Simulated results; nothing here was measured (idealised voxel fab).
Process module name: voxel self aligned contacts
Cross-sectional view cut (width: 155 nm; square cell size: 5 nm).
Think of the cross-section as a grid of square cells. We describe it in bands, top to bottom, and each band covers one or more rows of those cells.
What a band's entry tells you: where the top is and where the bottom is, as heights in nm, and after that what lies inside, material by material from left to right, each with its width in nm. Empty space is written as the word "blank", and a single material marked with the word "edge to edge" occupies the band from edge to edge.
Height 0 is the level under which the wafer as received is all one material. The lowest band goes on downwards, as in "0..down".
You'd read "30 to 40" like this: the band's top row of cells is as wide as the first number, its bottom row is as wide as the second, and going down, every row changes width by the same amount as the row before did.
No cell of the cross-section changed in a step that is given as "no modifications".
Entry "Enclosed void catalog". Content: empty spaces with no open connection to the top, size 8 cells or greater. Each: width x height at distance. Distance: from left edge. Unit: nm.
after a step's settings: what the simulator itself notes on the step
A step's line can hold "overlay nm"; with a mask on that step, the setting says how far right of the planned place the mask lay, while a negative setting says it lay to the left.
PLANNED PROCESS STEPS
1 RECEIVE | material Si
2 OXIDIZE | depth nm 5
3 DIRECTIONAL_DEP | material polySi | thk nm 30
4 DIRECTIONAL_DEP | material SiN | thk nm 25
5 PATTERN | tone cover | mask id GATE | material resist | width nm 25 | pitch nm 65 | thk nm 20 | overlay nm 0
6 DIRECTIONAL_ETCH | etch materials SiN | depth nm 25
7 DIRECTIONAL_ETCH | etch materials polySi | depth nm 30
8 STRIP | etch materials resist
9 CONFORMAL_DEP | material SiN | thk nm 10
10 DIRECTIONAL_ETCH | etch materials SiN | depth nm 10
11 FILL_DEP | material SiO2 | thk nm 20
12 CMP | height nm 65
13 PATTERN | tone open | mask id CONTACT | material resist | width nm 50 | thk nm 20 | overlay nm 0
14 DIRECTIONAL_ETCH | etch materials SiO2 | depth nm 70
15 STRIP | etch materials resist
16 CONFORMAL_DEP | material TiN | thk nm 5
17 FILL_DEP | material W | thk nm 5
18 CMP | height nm 65
19 CONFORMAL_DEP | material SiN | thk nm 5
THE FOLLOWING PERTAINS TO THE FIRST OF TWO WAFERS, WHICH WAS PROCESSED AS PLANNED
CROSS-SECTION OF THE INCOMING WAFER, STATE AFTER STEP 1
	0..down  Si edge to edge
	Enclosed void catalog: none
PRESENTED HERE IS A CROSS-SECTION OF THE WAFER AFTER STEP 2 HAS BEEN PERFORMED
	0..-5  SiO2 edge to edge
	Lower than -5, everything is as it was.
PRESENTED HERE IS A CROSS-SECTION OF THE WAFER AFTER STEP 3 HAS BEEN PERFORMED
	30..0  polySi edge to edge
	Lower than 0, everything is as it was.
PRESENTED HERE IS A CROSS-SECTION OF THE WAFER AFTER STEP 4 HAS BEEN PERFORMED
	55..30  SiN edge to edge
	Lower than 30, everything is as it was.
PRESENTED HERE IS A CROSS-SECTION OF THE WAFER AFTER STEP 5 HAS BEEN PERFORMED
	75..55  30 of blank  25 of resist  40 of blank  25 of resist  35 of blank
	Lower than 55, everything is as it was.
PRESENTED HERE IS A CROSS-SECTION OF THE WAFER AFTER STEP 6 HAS BEEN PERFORMED
	75..55  30 of blank  25 of resist  40 of blank  25 of resist  35 of blank
	55..30  30 of blank  25 of SiN  40 of blank  25 of SiN  35 of blank
	Lower than 30, everything is as it was.
PRESENTED HERE IS A CROSS-SECTION OF THE WAFER AFTER STEP 7 HAS BEEN PERFORMED
	75..55  30 of blank  25 of resist  40 of blank  25 of resist  35 of blank
	55..30  30 of blank  25 of SiN  40 of blank  25 of SiN  35 of blank
	30..0  30 of blank  25 of polySi  40 of blank  25 of polySi  35 of blank
	Lower than 0, everything is as it was.
PRESENTED HERE IS A CROSS-SECTION OF THE WAFER AFTER STEP 8 HAS BEEN PERFORMED
	55..30  30 of blank  25 of SiN  40 of blank  25 of SiN  35 of blank
	Lower than 30, everything is as it was.
PRESENTED HERE IS A CROSS-SECTION OF THE WAFER AFTER STEP 9 HAS BEEN PERFORMED
	65..30  20 of blank  45 of SiN  20 of blank  45 of SiN  25 of blank
	30..10  20 of blank  10 of SiN  25 of polySi  10 of SiN  20 of blank  10 of SiN  25 of polySi  10 of SiN  25 of blank
	10..0  30 of SiN  25 of polySi  40 of SiN  25 of polySi  35 of SiN
	Lower than 0, everything is as it was.
PRESENTED HERE IS A CROSS-SECTION OF THE WAFER AFTER STEP 10 HAS BEEN PERFORMED
	55..30  20 of blank  45 of SiN  20 of blank  45 of SiN  25 of blank
	30..0  20 of blank  10 of SiN  25 of polySi  10 of SiN  20 of blank  10 of SiN  25 of polySi  10 of SiN  25 of blank
	Lower than 0, everything is as it was.
PRESENTED HERE IS A CROSS-SECTION OF THE WAFER AFTER STEP 11 HAS BEEN PERFORMED
	75..55  SiO2 edge to edge
	55..30  20 of SiO2  45 of SiN  20 of SiO2  45 of SiN  25 of SiO2
	30..0  20 of SiO2  10 of SiN  25 of polySi  10 of SiN  20 of SiO2  10 of SiN  25 of polySi  10 of SiN  25 of SiO2
	Lower than 0, everything is as it was.
PRESENTED HERE IS A CROSS-SECTION OF THE WAFER AFTER STEP 12 HAS BEEN PERFORMED
	65..55  SiO2 edge to edge
	Lower than 55, everything is as it was.
PRESENTED HERE IS A CROSS-SECTION OF THE WAFER AFTER STEP 13 HAS BEEN PERFORMED
	85..65  50 of resist  50 of blank  55 of resist
	Lower than 65, everything is as it was.
PRESENTED HERE IS A CROSS-SECTION OF THE WAFER AFTER STEP 14 HAS BEEN PERFORMED
	85..65  50 of resist  50 of blank  55 of resist
	65..55  50 of SiO2  50 of blank  55 of SiO2
	55..30  20 of SiO2  45 of SiN  20 of blank  45 of SiN  25 of SiO2
	30..0  20 of SiO2  10 of SiN  25 of polySi  10 of SiN  20 of blank  10 of SiN  25 of polySi  10 of SiN  25 of SiO2
	0..-5  65 of SiO2  20 of blank  70 of SiO2
	Lower than -5, everything is as it was.
PRESENTED HERE IS A CROSS-SECTION OF THE WAFER AFTER STEP 15 HAS BEEN PERFORMED
	65..55  50 of SiO2  50 of blank  55 of SiO2
	Lower than 55, everything is as it was.
PRESENTED HERE IS A CROSS-SECTION OF THE WAFER AFTER STEP 16 HAS BEEN PERFORMED
	70..65  55 of TiN  40 of blank  60 of TiN
	65..55  50 of SiO2  5 to 20 of TiN  40 to 10 of blank  5 to 20 of TiN  55 of SiO2
	55..30  20 of SiO2  45 of SiN  5 of TiN  10 of blank  5 of TiN  45 of SiN  25 of SiO2
	30..0  20 of SiO2  10 of SiN  25 of polySi  10 of SiN  5 of TiN  10 of blank  5 of TiN  10 of SiN  25 of polySi  10 of SiN  25 of SiO2
	0..-5  65 of SiO2  20 of TiN  70 of SiO2
	Lower than -5, everything is as it was.
PRESENTED HERE IS A CROSS-SECTION OF THE WAFER AFTER STEP 17 HAS BEEN PERFORMED
	75..70  W edge to edge
	70..65  55 of TiN  40 of W  60 of TiN
	65..55  50 of SiO2  5 to 20 of TiN  40 to 10 of W  5 to 20 of TiN  55 of SiO2
	55..30  20 of SiO2  45 of SiN  5 of TiN  10 of W  5 of TiN  45 of SiN  25 of SiO2
	30..0  20 of SiO2  10 of SiN  25 of polySi  10 of SiN  5 of TiN  10 of W  5 of TiN  10 of SiN  25 of polySi  10 of SiN  25 of SiO2
	Lower than 0, everything is as it was.
PRESENTED HERE IS A CROSS-SECTION OF THE WAFER AFTER STEP 18 HAS BEEN PERFORMED
	65..55  50 of SiO2  5 to 20 of TiN  40 to 10 of W  5 to 20 of TiN  55 of SiO2
	Lower than 55, everything is as it was.
PRESENTED HERE IS A CROSS-SECTION OF THE WAFER AFTER STEP 19 HAS BEEN PERFORMED
	70..65  SiN edge to edge
	Lower than 65, everything is as it was.
THE SECOND WAFER BEGAN EXACTLY AS THE FIRST DID AND FOLLOWED THE SAME PLAN, BUT ONE MISTAKE WAS MADE WHILE RUNNING IT; THROUGH STEP 12 INCLUSIVE, THE TWO WAFERS ARE IDENTICAL
WHAT THE SECOND WAFER LOOKS LIKE IN CROSS-SECTION WHEN STEP 13 SHOULD HAVE WRAPPED UP
	85..65  55 of resist  40 of blank  60 of resist
	Lower than 65, everything is as it was.
WHAT THE SECOND WAFER LOOKS LIKE IN CROSS-SECTION WHEN STEP 14 SHOULD HAVE WRAPPED UP
	85..65  55 of resist  40 of blank  60 of resist
	65..55  55 of SiO2  40 of blank  60 of SiO2
	55..30  20 of SiO2  45 of SiN  20 of blank  45 of SiN  25 of SiO2
	30..0  20 of SiO2  10 of SiN  25 of polySi  10 of SiN  20 of blank  10 of SiN  25 of polySi  10 of SiN  25 of SiO2
	0..-5  65 of SiO2  20 of blank  70 of SiO2
	Lower than -5, everything is as it was.
WHAT THE SECOND WAFER LOOKS LIKE IN CROSS-SECTION WHEN STEP 15 SHOULD HAVE WRAPPED UP
	65..55  55 of SiO2  40 of blank  60 of SiO2
	Lower than 55, everything is as it was.
WHAT THE SECOND WAFER LOOKS LIKE IN CROSS-SECTION WHEN STEP 16 SHOULD HAVE WRAPPED UP
	70..65  60 of TiN  30 of blank  65 of TiN
	65..55  55 of SiO2  5 to 15 of TiN  30 to 10 of blank  5 to 15 of TiN  60 of SiO2
	55..30  20 of SiO2  45 of SiN  5 of TiN  10 of blank  5 of TiN  45 of SiN  25 of SiO2
	30..0  20 of SiO2  10 of SiN  25 of polySi  10 of SiN  5 of TiN  10 of blank  5 of TiN  10 of SiN  25 of polySi  10 of SiN  25 of SiO2
	0..-5  65 of SiO2  20 of TiN  70 of SiO2
	Lower than -5, everything is as it was.
WHAT THE SECOND WAFER LOOKS LIKE IN CROSS-SECTION WHEN STEP 17 SHOULD HAVE WRAPPED UP
	75..70  W edge to edge
	70..65  60 of TiN  30 of W  65 of TiN
	65..55  55 of SiO2  5 to 15 of TiN  30 to 10 of W  5 to 15 of TiN  60 of SiO2
	55..30  20 of SiO2  45 of SiN  5 of TiN  10 of W  5 of TiN  45 of SiN  25 of SiO2
	30..0  20 of SiO2  10 of SiN  25 of polySi  10 of SiN  5 of TiN  10 of W  5 of TiN  10 of SiN  25 of polySi  10 of SiN  25 of SiO2
	Lower than 0, everything is as it was.
WHAT THE SECOND WAFER LOOKS LIKE IN CROSS-SECTION WHEN STEP 18 SHOULD HAVE WRAPPED UP
	65..55  55 of SiO2  5 to 15 of TiN  30 to 10 of W  5 to 15 of TiN  60 of SiO2
	Lower than 55, everything is as it was.
WHAT THE SECOND WAFER LOOKS LIKE IN CROSS-SECTION WHEN STEP 19 SHOULD HAVE WRAPPED UP
	70..65  SiN edge to edge
	Lower than 65, everything is as it was.
what went wrong: contrary to plan, step 13 was performed as PATTERN | tone open | mask id CONTACT | material resist | width nm 40 | thk nm 20 | overlay nm 0
Materials where the second wafer ends with more or fewer cells than the first: +4 SiO2; -2 TiN; -2 W
